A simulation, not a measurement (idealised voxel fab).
Process module under the name voxel trench capacitor
This is section cut - it's 265 nm across, gridded in 5 nm square cells.
Cross-section, as written here: a square-cell grid given band by band from the top down, where a band holds one or more rows of cells.
Heads up on the band format: heights come first, top then bottom, in nm. After that it's the materials left to right, each with its width in nm. A single material flagged "throughout" fills the whole band edge to edge, and "air" means there's empty space there.
All heights in this document are referenced to 0, defined as the level beneath which the wafer, as received, consists entirely of one material. The lowest band is not bounded below; it extends indefinitely downward and is written in the form "from 0 down".
With a width like "30->40", each row of cells in the band differs from the next by the same amount, the top row carrying the first number and the bottom row the second.
"remained unchanged" means the step left every cell of the cross-section as it was.
"Unvented internal voids" specifies each empty space that is not open to the top and that occupies no fewer than 8 cells, using the form width x height at distance, the distance measured from the left edge and all three quantities in nm.
Heads up: the bit after the settings on a step's line is the simulator's remark on that step.
A step's line can hold "overlay nm"; with a mask on that step, the setting says how far right of the planned place the mask lay, while a negative setting says it lay to the left.
**So here's the lineup of process steps we planned**
1) RECEIVE [material Si]
2) CONFORMAL_DEP [material SiN] [thk nm 10]
3) PATTERN [tone open] [mask id TRENCH] [material resist] [width nm 30] [pitch nm 45] [thk nm 15] [overlay nm 0]
4) DIRECTIONAL_ETCH [etch materials SiN] [depth nm 10]
5) DIRECTIONAL_ETCH [etch materials Si] [depth nm 40]
6) STRIP [etch materials resist]
7) CONFORMAL_DEP [material HfO2] [thk nm 5]
8) CONFORMAL_DEP [material TiN] [thk nm 5]
9) FILL_DEP [material W] [thk nm 5]
10) CMP [height nm 10]
**Cross-section of the wafer as it came to us, i.e., already through step 1**
* from 0 down  Si throughout
* Unvented internal voids: none
**First wafer of two, sectioned at end of module; run went per plan**
* from 10 to 0  70 SiN  5 HfO2  5 TiN  10 W  5 TiN  5 HfO2  15 SiN  5 HfO2  5 TiN  10 W  5 TiN  5 HfO2  15 SiN  5 HfO2  5 TiN  10 W  5 TiN  5 HfO2  75 SiN
* from 0 to -30  70 Si  5 HfO2  5 TiN  10 W  5 TiN  5 HfO2  15 Si  5 HfO2  5 TiN  10 W  5 TiN  5 HfO2  15 Si  5 HfO2  5 TiN  10 W  5 TiN  5 HfO2  75 Si
* from -30 to -35  70 Si  5 HfO2  20 TiN  5 HfO2  15 Si  5 HfO2  20 TiN  5 HfO2  15 Si  5 HfO2  20 TiN  5 HfO2  75 Si
* from -35 to -40  70 Si  30 HfO2  15 Si  30 HfO2  15 Si  30 HfO2  75 Si
* from -40 down  Si throughout
* Unvented internal voids: none
**This is the second of the two wafers, cross-sectioned at the end of the module; it started exactly like the first and was given the same plan, but it was run with one mistake**
* from 10 to 0  70 SiN  5 HfO2  5 TiN  10 W  5 TiN  5 HfO2  15 SiN  5 HfO2  5 TiN  10 W  5 TiN  5 HfO2  15 SiN  5 HfO2  5 TiN  10 W  5 TiN  5 HfO2  75 SiN
* from 0 to -70  70 Si  5 HfO2  5 TiN  10 W  5 TiN  5 HfO2  15 Si  5 HfO2  5 TiN  10 W  5 TiN  5 HfO2  15 Si  5 HfO2  5 TiN  10 W  5 TiN  5 HfO2  75 Si
* from -70 to -75  70 Si  5 HfO2  20 TiN  5 HfO2  15 Si  5 HfO2  20 TiN  5 HfO2  15 Si  5 HfO2  20 TiN  5 HfO2  75 Si
* from -75 to -80  70 Si  30 HfO2  15 Si  30 HfO2  15 Si  30 HfO2  75 Si
* from -80 down  Si throughout
* Unvented internal voids: none
Deviation from plan: step 5 of the plan saw execution twice
Cell-count delta at end, second wafer over first, by material: HfO2 +48 | Si -144 | TiN +48 | W +48
